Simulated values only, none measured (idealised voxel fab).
Herein follows the process module entitled voxel ribs on slabs.
Cross-sectional view cut (width: 190 nm; square cell size: 5 nm).
Think of the cross-section as a grid of square cells. We describe it in bands, top to bottom, and each band covers one or more rows of those cells. Top height, bottom height, nm. Materials left to right, width each, nm. Single material + "edge to edge" = fills band edge to edge. "air" = empty. Zero point of the height axis is 0; under it, received wafer = one material. Lowest band: continues down indefinitely, "z 0 and below". Per-row width for "30 to 40": begins at first number (top row of band), ends at second number (bottom row), increment between rows held constant. No cell of the cross-section changed in a step that is given as "remains unaltered". The entry titled "Closed internal cavities" provides the empty spaces that have no open way to the top, restricted to those of 8 cells or more. Each is presented as width x height at distance, the distance being measured from the left edge, with all three in nm. Heads up: the bit after the settings on a step's line is the simulator's remark on that step. "overlay nm" on a masked step: distance the mask lay right of its planned place, negative for left. In what follows, pairs of cross-sections are presented, each taken before and after one process step, with the after cross-section shown only down to the lowest band that was altered; the step, together with its settings, is stated below the pair. The pairs may stem from different runs of this module on the same starting wafer; accordingly, a pair should be taken as continuing from the one above it solely where its entry headed "Status quo ante" indicates as much.
Status quo ante
> z 0 and below | Si edge to edge
> Closed internal cavities: none
Structure After Step
> z 20 to 0 | SiO2 edge to edge
> Under 0: no change, same as before.
> Closed internal cavities: none
Process step (between the before and after cross-sections above): DIRECTIONAL_DEP [material SiO2] [thk nm 20]
Status quo ante: just use the after drawing of the pair above as your starting point.
Structure After Step
> z 35 to 20 | SiN edge to edge
> Under 20: no change, same as before.
> Closed internal cavities: none
Process step (between the before and after cross-sections above): DIRECTIONAL_DEP [material SiN] [thk nm 15]
Status quo ante: just use the after drawing of the pair above as your starting point.
Structure After Step
> z 45 to 35 | aC edge to edge
> Under 35: no change, same as before.
> Closed internal cavities: none
Process step (between the before and after cross-sections above): DIRECTIONAL_DEP [material aC] [thk nm 10]
Status quo ante: just use the after drawing of the pair above as your starting point.
Structure After Step
> z 70 to 45 | 85 nm air, 20 nm resist, 85 nm air
> Under 45: no change, same as before.
> Closed internal cavities: none
Process step (between the before and after cross-sections above): PATTERN [tone cover] [mask id RIB] [material resist] [width nm 20] [thk nm 25] [overlay nm 0]
Status quo ante: just use the after drawing of the pair above as your starting point.
Structure After Step
> z 60 to 45 | 85 nm air, 20 nm resist, 85 nm air
> z 45 to 35 | 85 nm air, 20 nm aC, 85 nm air
> Under 35: no change, same as before.
> Closed internal cavities: none
Process step (between the before and after cross-sections above): DIRECTIONAL_ETCH [etch materials aC] [depth nm 10]
Status quo ante: just use the after drawing of the pair above as your starting point.
Structure After Step
> z 45 to 35 | 85 nm air, 20 nm aC, 85 nm air
> Under 35: no change, same as before.
> Closed internal cavities: none
Process step (between the before and after cross-sections above): STRIP [etch materials resist]
Status quo ante: just use the after drawing of the pair above as your starting point.
Structure After Step
> z 45 to 35 | 85 nm air, 20 nm aC, 85 nm air
> z 35 to 25 | 85 nm air, 20 nm SiN, 85 nm air
> Under 25: no change, same as before.
> Closed internal cavities: none
Process step (between the before and after cross-sections above): DIRECTIONAL_ETCH [etch materials SiN] [depth nm 10]
Status quo ante: just use the after drawing of the pair above as your starting point.
Structure After Step
> z 35 to 25 | 85 nm air, 20 nm SiN, 85 nm air
> Under 25: no change, same as before.
> Closed internal cavities: none
Process step (between the before and after cross-sections above): STRIP [etch materials aC]
Status quo ante: just use the after drawing of the pair above as your starting point.
Structure After Step
> z 35 to 25 | 85 nm air, 20 nm SiN, 85 nm air
> z 25 to 20 | 70 nm air, 50 nm SiN, 70 nm air
> Under 20: no change, same as before.
> Closed internal cavities: none
Process step (between the before and after cross-sections above): MASKED_ETCH [tone cover] [mask id SLAB] [width nm 50] [etch materials SiN] [depth nm 5] [overlay nm 0]
Status quo ante: just use the after drawing of the pair above as your starting point.
Structure After Step
> z 55 to 35 | SiO2 edge to edge
> z 35 to 25 | 85 nm SiO2, 20 nm SiN, 85 nm SiO2
> z 25 to 20 | 70 nm SiO2, 50 nm SiN, 70 nm SiO2
> Under 20: no change, same as before.
> Closed internal cavities: none
Process step (between the before and after cross-sections above): FILL_DEP [material SiO2] [thk nm 20]
Status quo ante: just use the after drawing of the pair above as your starting point.
Structure After Step
> z 45 to 35 | SiO2 edge to edge
> Under 35: no change, same as before.
> Closed internal cavities: none
Process step (between the before and after cross-sections above): CMP [height nm 45]
Status quo ante: just use the after drawing of the pair above as your starting point.
Structure After Step
> z 50 to 45 | TiN edge to edge
> Under 45: no change, same as before.
> Closed internal cavities: none
Process step (between the before and after cross-sections above): DIRECTIONAL_DEP [material TiN] [thk nm 5]
Status quo ante: just use the after drawing of the pair above as your starting point.
Structure After Step
> z 50 to 45 | 80 nm air, 30 nm TiN, 80 nm air
> Under 45: no change, same as before.
> Closed internal cavities: none
Process step (between the before and after cross-sections above): MASKED_ETCH [tone cover] [mask id HEATER] [width nm 30] [etch materials TiN] [depth nm 5] [overlay nm 0]
Status quo ante: just use the after drawing of the pair above as your starting point.
Structure After Step
> z 55 to 50 | 75 nm air, 40 nm SiO2, 75 nm air
> z 50 to 45 | 80 nm SiO2, 30 nm TiN, 80 nm SiO2
> Under 45: no change, same as before.
> Closed internal cavities: none
Process step (between the before and after cross-sections above): CONFORMAL_DEP [material SiO2] [thk nm 5]
Status quo ante
> z 35 to 20 | SiN edge to edge
> z 20 to 0 | SiO2 edge to edge
> z 0 and below | Si edge to edge
> Closed internal cavities: none
Structure After Step
> z 50 to 20 | SiN edge to edge
> Under 20: no change, same as before.
> Closed internal cavities: none
Process step (between the before and after cross-sections above): DIRECTIONAL_DEP [material SiN] [thk nm 15]
Status quo ante: just use the after drawing of the pair above as your starting point.
Structure After Step
> z 60 to 50 | aC edge to edge
> Under 50: no change, same as before.
> Closed internal cavities: none
Process step (between the before and after cross-sections above): DIRECTIONAL_DEP [material aC] [thk nm 10]
Status quo ante: just use the after drawing of the pair above as your starting point.
Structure After Step
> z 85 to 60 | 85 nm air, 20 nm resist, 85 nm air
> Under 60: no change, same as before.
> Closed internal cavities: none
Process step (between the before and after cross-sections above): PATTERN [tone cover] [mask id RIB] [material resist] [width nm 20] [thk nm 25] [overlay nm 0]
Status quo ante: just use the after drawing of the pair above as your starting point.
Structure After Step
> z 75 to 60 | 85 nm air, 20 nm resist, 85 nm air
> z 60 to 50 | 85 nm air, 20 nm aC, 85 nm air
> Under 50: no change, same as before.
> Closed internal cavities: none
Process step (between the before and after cross-sections above): DIRECTIONAL_ETCH [etch materials aC] [depth nm 10]
Status quo ante: just use the after drawing of the pair above as your starting point.
Structure After Step
> z 60 to 50 | 85 nm air, 20 nm aC, 85 nm air
> Under 50: no change, same as before.
> Closed internal cavities: none
Process step (between the before and after cross-sections above): STRIP [etch materials resist]
Status quo ante: just use the after drawing of the pair above as your starting point.
Structure After Step
> z 60 to 50 | 85 nm air, 20 nm aC, 85 nm air
> z 50 to 40 | 85 nm air, 20 nm SiN, 85 nm air
> Under 40: no change, same as before.
> Closed internal cavities: none
Process step (between the before and after cross-sections above): DIRECTIONAL_ETCH [etch materials SiN] [depth nm 10]
Status quo ante: just use the after drawing of the pair above as your starting point.
Structure After Step
> z 50 to 40 | 85 nm air, 20 nm SiN, 85 nm air
> Under 40: no change, same as before.
> Closed internal cavities: none
Process step (between the before and after cross-sections above): STRIP [etch materials aC]
Status quo ante: just use the after drawing of the pair above as your starting point.
Structure After Step
> z 50 to 40 | 85 nm air, 20 nm SiN, 85 nm air
> z 40 to 35 | 70 nm air, 50 nm SiN, 70 nm air
> Under 35: no change, same as before.
> Closed internal cavities: none
Process step (between the before and after cross-sections above): MASKED_ETCH [tone cover] [mask id SLAB] [width nm 50] [etch materials SiN] [depth nm 5] [overlay nm 0]
Status quo ante: just use the after drawing of the pair above as your starting point.
Structure After Step
> z 70 to 50 | SiO2 edge to edge
> z 50 to 40 | 85 nm SiO2, 20 nm SiN, 85 nm SiO2
> z 40 to 35 | 70 nm SiO2, 50 nm SiN, 70 nm SiO2
> Under 35: no change, same as before.
> Closed internal cavities: none
Process step (between the before and after cross-sections above): FILL_DEP [material SiO2] [thk nm 20]
Status quo ante: just use the after drawing of the pair above as your starting point.
Structure After Step
> z 45 to 35 | 85 to 70 nm SiO2, 20 to 50 nm SiN, 85 to 70 nm SiO2
> Under 35: no change, same as before.
> Closed internal cavities: none
Process step (between the before and after cross-sections above): CMP [height nm 45]
Status quo ante: just use the after drawing of the pair above as your starting point.
Structure After Step
> z 50 to 45 | TiN edge to edge
> Under 45: no change, same as before.
> Closed internal cavities: none
Process step (between the before and after cross-sections above): DIRECTIONAL_DEP [material TiN] [thk nm 5]
Status quo ante: just use the after drawing of the pair above as your starting point.
Structure After Step
> z 50 to 45 | 80 nm air, 30 nm TiN, 80 nm air
> Under 45: no change, same as before.
> Closed internal cavities: none
Process step (between the before and after cross-sections above): MASKED_ETCH [tone cover] [mask id HEATER] [width nm 30] [etch materials TiN] [depth nm 5] [overlay nm 0]
Status quo ante: just use the after drawing of the pair above as your starting point.
Structure After Step
> z 55 to 50 | 75 nm air, 40 nm SiO2, 75 nm air
> z 50 to 45 | 80 nm SiO2, 30 nm TiN, 80 nm SiO2
> Under 45: no change, same as before.
> Closed internal cavities: none
Process step (between the before and after cross-sections above): CONFORMAL_DEP [material SiO2] [thk nm 5]
Status quo ante
> z 0 and below | Si edge to edge
> Closed internal cavities: none
Structure After Step
> z 15 to 0 | SiN edge to edge
> Under 0: no change, same as before.
> Closed internal cavities: none
Process step (between the before and after cross-sections above): DIRECTIONAL_DEP [material SiN] [thk nm 15]
Status quo ante: just use the after drawing of the pair above as your starting point.
Structure After Step
> z 35 to 15 | SiO2 edge to edge
> Under 15: no change, same as before.
> Closed internal cavities: none
Process step (between the before and after cross-sections above): DIRECTIONAL_DEP [material SiO2] [thk nm 20]
Status quo ante: just use the after drawing of the pair above as your starting point.
Structure After Step
> z 45 to 35 | aC edge to edge
> Under 35: no change, same as before.
> Closed internal cavities: none
Process step (between the before and after cross-sections above): DIRECTIONAL_DEP [material aC] [thk nm 10]
Status quo ante: just use the after drawing of the pair above as your starting point.
Structure After Step
> z 70 to 45 | 85 nm air, 20 nm resist, 85 nm air
> Under 45: no change, same as before.
> Closed internal cavities: none
Process step (between the before and after cross-sections above): PATTERN [tone cover] [mask id RIB] [material resist] [width nm 20] [thk nm 25] [overlay nm 0]
Status quo ante: just use the after drawing of the pair above as your starting point.
Structure After Step
> z 60 to 45 | 85 nm air, 20 nm resist, 85 nm air
> z 45 to 35 | 85 nm air, 20 nm aC, 85 nm air
> Under 35: no change, same as before.
> Closed internal cavities: none
Process step (between the before and after cross-sections above): DIRECTIONAL_ETCH [etch materials aC] [depth nm 10]
Status quo ante: just use the after drawing of the pair above as your starting point.
Structure After Step
> z 45 to 35 | 85 nm air, 20 nm aC, 85 nm air
> Under 35: no change, same as before.
> Closed internal cavities: none
Process step (between the before and after cross-sections above): STRIP [etch materials resist]
Status quo ante: just use the after drawing of the pair above as your starting point.
Structure After Step
> z 35 to 15 | SiO2 edge to edge
> Under 15: no change, same as before.
> Closed internal cavities: none
Process step (between the before and after cross-sections above): STRIP [etch materials aC]
Status quo ante: just use the after drawing of the pair above as your starting point.
Structure After Step
> z 55 to 15 | SiO2 edge to edge
> Under 15: no change, same as before.
> Closed internal cavities: none
Process step (between the before and after cross-sections above): FILL_DEP [material SiO2] [thk nm 20]
Status quo ante: just use the after drawing of the pair above as your starting point.
Structure After Step
> z 45 to 15 | SiO2 edge to edge
> Under 15: no change, same as before.
> Closed internal cavities: none
Process step (between the before and after cross-sections above): CMP [height nm 45]
Status quo ante: just use the after drawing of the pair above as your starting point.
Structure After Step
> z 50 to 45 | TiN edge to edge
> Under 45: no change, same as before.
> Closed internal cavities: none
Process step (between the before and after cross-sections above): DIRECTIONAL_DEP [material TiN] [thk nm 5]
Status quo ante: just use the after drawing of the pair above as your starting point.
Structure After Step
> z 50 to 45 | 80 nm air, 30 nm TiN, 80 nm air
> Under 45: no change, same as before.
> Closed internal cavities: none
Process step (between the before and after cross-sections above): MASKED_ETCH [tone cover] [mask id HEATER] [width nm 30] [etch materials TiN] [depth nm 5] [overlay nm 0]
Status quo ante: just use the after drawing of the pair above as your starting point.
Structure After Step
> z 55 to 50 | 75 nm air, 40 nm SiO2, 75 nm air
> z 50 to 45 | 80 nm SiO2, 30 nm TiN, 80 nm SiO2
> Under 45: no change, same as before.
> Closed internal cavities: none
Process step (between the before and after cross-sections above): CONFORMAL_DEP [material SiO2] [thk nm 5]
Status quo ante
> z 0 and below | Si edge to edge
> Closed internal cavities: none
Structure After Step
> z 15 to 0 | SiO2 edge to edge
> Under 0: no change, same as before.
> Closed internal cavities: none
Process step (between the before and after cross-sections above): DIRECTIONAL_DEP [material SiO2] [thk nm 15]
Status quo ante: just use the after drawing of the pair above as your starting point.
Structure After Step
> z 30 to 15 | SiN edge to edge
> Under 15: no change, same as before.
> Closed internal cavities: none
Process step (between the before and after cross-sections above): DIRECTIONAL_DEP [material SiN] [thk nm 15]
Status quo ante: just use the after drawing of the pair above as your starting point.
Structure After Step
> z 40 to 30 | aC edge to edge
> Under 30: no change, same as before.
> Closed internal cavities: none
Process step (between the before and after cross-sections above): DIRECTIONAL_DEP [material aC] [thk nm 10]
Status quo ante: just use the after drawing of the pair above as your starting point.
Structure After Step
> z 65 to 40 | 85 nm air, 20 nm resist, 85 nm air
> Under 40: no change, same as before.
> Closed internal cavities: none
Process step (between the before and after cross-sections above): PATTERN [tone cover] [mask id RIB] [material resist] [width nm 20] [thk nm 25] [overlay nm 0]
Status quo ante: just use the after drawing of the pair above as your starting point.
Structure After Step
> z 55 to 40 | 85 nm air, 20 nm resist, 85 nm air
> z 40 to 30 | 85 nm air, 20 nm aC, 85 nm air
> Under 30: no change, same as before.
> Closed internal cavities: none
Process step (between the before and after cross-sections above): DIRECTIONAL_ETCH [etch materials aC] [depth nm 10]
Status quo ante: just use the after drawing of the pair above as your starting point.
Structure After Step
> z 40 to 30 | 85 nm air, 20 nm aC, 85 nm air
> Under 30: no change, same as before.
> Closed internal cavities: none
Process step (between the before and after cross-sections above): STRIP [etch materials resist]
Status quo ante: just use the after drawing of the pair above as your starting point.
Structure After Step
> z 40 to 30 | 85 nm air, 20 nm aC, 85 nm air
> z 30 to 20 | 85 nm air, 20 nm SiN, 85 nm air
> Under 20: no change, same as before.
> Closed internal cavities: none
Process step (between the before and after cross-sections above): DIRECTIONAL_ETCH [etch materials SiN] [depth nm 10]
Status quo ante: just use the after drawing of the pair above as your starting point.
Structure After Step
> z 30 to 20 | 85 nm air, 20 nm SiN, 85 nm air
> Under 20: no change, same as before.
> Closed internal cavities: none
Process step (between the before and after cross-sections above): STRIP [etch materials aC]
Status quo ante: just use the after drawing of the pair above as your starting point.
Structure After Step
> z 30 to 20 | 85 nm air, 20 nm SiN, 85 nm air
> z 20 to 15 | 70 nm air, 50 nm SiN, 70 nm air
> Under 15: no change, same as before.
> Closed internal cavities: none
Process step (between the before and after cross-sections above): MASKED_ETCH [tone cover] [mask id SLAB] [width nm 50] [etch materials SiN] [depth nm 5] [overlay nm 0]
Status quo ante: just use the after drawing of the pair above as your starting point.
Structure After Step
> z 50 to 30 | SiO2 edge to edge
> z 30 to 20 | 85 nm SiO2, 20 nm SiN, 85 nm SiO2
> z 20 to 15 | 70 nm SiO2, 50 nm SiN, 70 nm SiO2
> Under 15: no change, same as before.
> Closed internal cavities: none
Process step (between the before and after cross-sections above): FILL_DEP [material SiO2] [thk nm 20]
Status quo ante: just use the after drawing of the pair above as your starting point.
Structure After Step
> z 45 to 30 | SiO2 edge to edge
> Under 30: no change, same as before.
> Closed internal cavities: none
Process step (between the before and after cross-sections above): CMP [height nm 45]
Status quo ante: just use the after drawing of the pair above as your starting point.
Structure After Step
> z 50 to 45 | TiN edge to edge
> Under 45: no change, same as before.
> Closed internal cavities: none
Process step (between the before and after cross-sections above): DIRECTIONAL_DEP [material TiN] [thk nm 5]
Status quo ante: just use the after drawing of the pair above as your starting point.
Structure After Step
> z 50 to 45 | 80 nm air, 30 nm TiN, 80 nm air
> Under 45: no change, same as before.
> Closed internal cavities: none
Process step (between the before and after cross-sections above): MASKED_ETCH [tone cover] [mask id HEATER] [width nm 30] [etch materials TiN] [depth nm 5] [overlay nm 0]
Status quo ante: just use the after drawing of the pair above as your starting point.
Structure After Step
> z 55 to 50 | 75 nm air, 40 nm SiO2, 75 nm air
> z 50 to 45 | 80 nm SiO2, 30 nm TiN, 80 nm SiO2
> Under 45: no change, same as before.
> Closed internal cavities: none
Process step (between the before and after cross-sections above): CONFORMAL_DEP [material SiO2] [thk nm 5]
Status quo ante
> z 35 to 25 | 85 nm air, 20 nm SiN, 85 nm air
> z 25 to 20 | SiN edge to edge
> z 20 to 0 | SiO2 edge to edge
> z 0 and below | Si edge to edge
> Closed internal cavities: none
Structure After Step
> z 35 to 25 | 85 nm air, 20 nm SiN, 85 nm air
> z 25 to 20 | 65 nm air, 60 nm SiN, 65 nm air
> Under 20: no change, same as before.
> Closed internal cavities: none
Process step (between the before and after cross-sections above): MASKED_ETCH [tone cover] [mask id SLAB] [width nm 60] [etch materials SiN] [depth nm 5] [overlay nm 0]
Status quo ante: just use the after drawing of the pair above as your starting point.
Structure After Step
> z 55 to 35 | SiO2 edge to edge
> z 35 to 25 | 85 nm SiO2, 20 nm SiN, 85 nm SiO2
> z 25 to 20 | 65 nm SiO2, 60 nm SiN, 65 nm SiO2
> Under 20: no change, same as before.
> Closed internal cavities: none
Process step (between the before and after cross-sections above): FILL_DEP [material SiO2] [thk nm 20]
Status quo ante: just use the after drawing of the pair above as your starting point.
Structure After Step
> z 45 to 35 | SiO2 edge to edge
> Under 35: no change, same as before.
> Closed internal cavities: none
Process step (between the before and after cross-sections above): CMP [height nm 45]
Status quo ante: just use the after drawing of the pair above as your starting point.
Structure After Step
> z 50 to 45 | TiN edge to edge
> Under 45: no change, same as before.
> Closed internal cavities: none
Process step (between the before and after cross-sections above): DIRECTIONAL_DEP [material TiN] [thk nm 5]
Status quo ante: just use the after drawing of the pair above as your starting point.
Structure After Step
> z 50 to 45 | 80 nm air, 30 nm TiN, 80 nm air
> Under 45: no change, same as before.
> Closed internal cavities: none
Process step (between the before and after cross-sections above): MASKED_ETCH [tone cover] [mask id HEATER] [width nm 30] [etch materials TiN] [depth nm 5] [overlay nm 0]
Status quo ante: just use the after drawing of the pair above as your starting point.
Structure After Step
> z 55 to 50 | 75 nm air, 40 nm SiO2, 75 nm air
> z 50 to 45 | 80 nm SiO2, 30 nm TiN, 80 nm SiO2
> Under 45: no change, same as before.
> Closed internal cavities: none
Process step (between the before and after cross-sections above): CONFORMAL_DEP [material SiO2] [thk nm 5]
Status quo ante
> z 35 to 25 | 85 nm air, 20 nm SiN, 85 nm air
> z 25 to 20 | SiN edge to edge
> z 20 to 0 | SiO2 edge to edge
> z 0 and below | Si edge to edge
> Closed internal cavities: none
Structure After Step
> z 35 to 25 | 85 nm air, 20 nm SiN, 85 nm air
> z 25 to 20 | 60 nm air, 50 nm SiN, 80 nm air
> Under 20: no change, same as before.
> Closed internal cavities: none
Process step (between the before and after cross-sections above): MASKED_ETCH [tone cover] [mask id SLAB] [width nm 50] [etch materials SiN] [depth nm 5] [overlay nm -10]
Status quo ante: just use the after drawing of the pair above as your starting point.
Structure After Step
> z 55 to 35 | SiO2 edge to edge
> z 35 to 25 | 85 nm SiO2, 20 nm SiN, 85 nm SiO2
> z 25 to 20 | 60 nm SiO2, 50 nm SiN, 80 nm SiO2
> Under 20: no change, same as before.
> Closed internal cavities: none
Process step (between the before and after cross-sections above): FILL_DEP [material SiO2] [thk nm 20]
Status quo ante: just use the after drawing of the pair above as your starting point.
Structure After Step
> z 45 to 35 | SiO2 edge to edge
> Under 35: no change, same as before.
> Closed internal cavities: none
Process step (between the before and after cross-sections above): CMP [height nm 45]
Status quo ante: just use the after drawing of the pair above as your starting point.
Structure After Step
> z 50 to 45 | TiN edge to edge
> Under 45: no change, same as before.
> Closed internal cavities: none
Process step (between the before and after cross-sections above): DIRECTIONAL_DEP [material TiN] [thk nm 5]
Status quo ante: just use the after drawing of the pair above as your starting point.
Structure After Step
> z 50 to 45 | 80 nm air, 30 nm TiN, 80 nm air
> Under 45: no change, same as before.
> Closed internal cavities: none
Process step (between the before and after cross-sections above): MASKED_ETCH [tone cover] [mask id HEATER] [width nm 30] [etch materials TiN] [depth nm 5] [overlay nm 0]
Status quo ante: just use the after drawing of the pair above as your starting point.
Structure After Step
> z 55 to 50 | 75 nm air, 40 nm SiO2, 75 nm air
> z 50 to 45 | 80 nm SiO2, 30 nm TiN, 80 nm SiO2
> Under 45: no change, same as before.
> Closed internal cavities: none
Process step (between the before and after cross-sections above): CONFORMAL_DEP [material SiO2] [thk nm 5]
Status quo ante
> z 45 to 35 | SiO2 edge to edge
> z 35 to 25 | 85 nm SiO2, 20 nm SiN, 85 nm SiO2
> z 25 to 20 | 70 nm SiO2, 50 nm SiN, 70 nm SiO2
> z 20 to 0 | SiO2 edge to edge
> z 0 and below | Si edge to edge
> Closed internal cavities: none
Structure After Step
> z 50 to 45 | aC edge to edge
> Under 45: no change, same as before.
> Closed internal cavities: none
Process step (between the before and after cross-sections above): DIRECTIONAL_DEP [material aC] [thk nm 5]
Status quo ante: just use the after drawing of the pair above as your starting point.
Structure After Step
> z 55 to 50 | SiO2 edge to edge
> Under 50: no change, same as before.
> Closed internal cavities: none
Process step (between the before and after cross-sections above): CONFORMAL_DEP [material SiO2] [thk nm 5]
Status quo ante
> z 35 to 25 | 85 nm air, 20 nm SiN, 85 nm air
> z 25 to 20 | SiN edge to edge
> z 20 to 0 | SiO2 edge to edge
> z 0 and below | Si edge to edge
> Closed internal cavities: none
Structure After Step
> z 30 to 25 | 85 nm air, 20 nm SiN, 85 nm air
> z 25 to 20 | 70 nm SiN, 15 nm air, 20 nm SiN, 15 nm air, 70 nm SiN
> Under 20: no change, same as before.
> Closed internal cavities: none
Process step (between the before and after cross-sections above): MASKED_ETCH [tone open] [mask id SLAB] [width nm 50] [etch materials SiN] [depth nm 5] [overlay nm 0]
Status quo ante: just use the after drawing of the pair above as your starting point.
Structure After Step
> z 50 to 30 | SiO2 edge to edge
> z 30 to 25 | 85 nm SiO2, 20 nm SiN, 85 nm SiO2
> z 25 to 20 | 70 nm SiN, 15 nm SiO2, 20 nm SiN, 15 nm SiO2, 70 nm SiN
> Under 20: no change, same as before.
> Closed internal cavities: none
Process step (between the before and after cross-sections above): FILL_DEP [material SiO2] [thk nm 20]
Status quo ante: just use the after drawing of the pair above as your starting point.
Structure After Step
> z 45 to 30 | SiO2 edge to edge
> Under 30: no change, same as before.
> Closed internal cavities: none
Process step (between the before and after cross-sections above): CMP [height nm 45]
Status quo ante: just use the after drawing of the pair above as your starting point.
Structure After Step
> z 50 to 45 | TiN edge to edge
> Under 45: no change, same as before.
> Closed internal cavities: none
Process step (between the before and after cross-sections above): DIRECTIONAL_DEP [material TiN] [thk nm 5]
Status quo ante: just use the after drawing of the pair above as your starting point.
Structure After Step
> z 50 to 45 | 80 nm air, 30 nm TiN, 80 nm air
> Under 45: no change, same as before.
> Closed internal cavities: none
Process step (between the before and after cross-sections above): MASKED_ETCH [tone cover] [mask id HEATER] [width nm 30] [etch materials TiN] [depth nm 5] [overlay nm 0]
Status quo ante: just use the after drawing of the pair above as your starting point.
Structure After Step
> z 55 to 50 | 75 nm air, 40 nm SiO2, 75 nm air
> z 50 to 45 | 80 nm SiO2, 30 nm TiN, 80 nm SiO2
> Under 45: no change, same as before.
> Closed internal cavities: none
Process step (between the before and after cross-sections above): CONFORMAL_DEP [material SiO2] [thk nm 5]
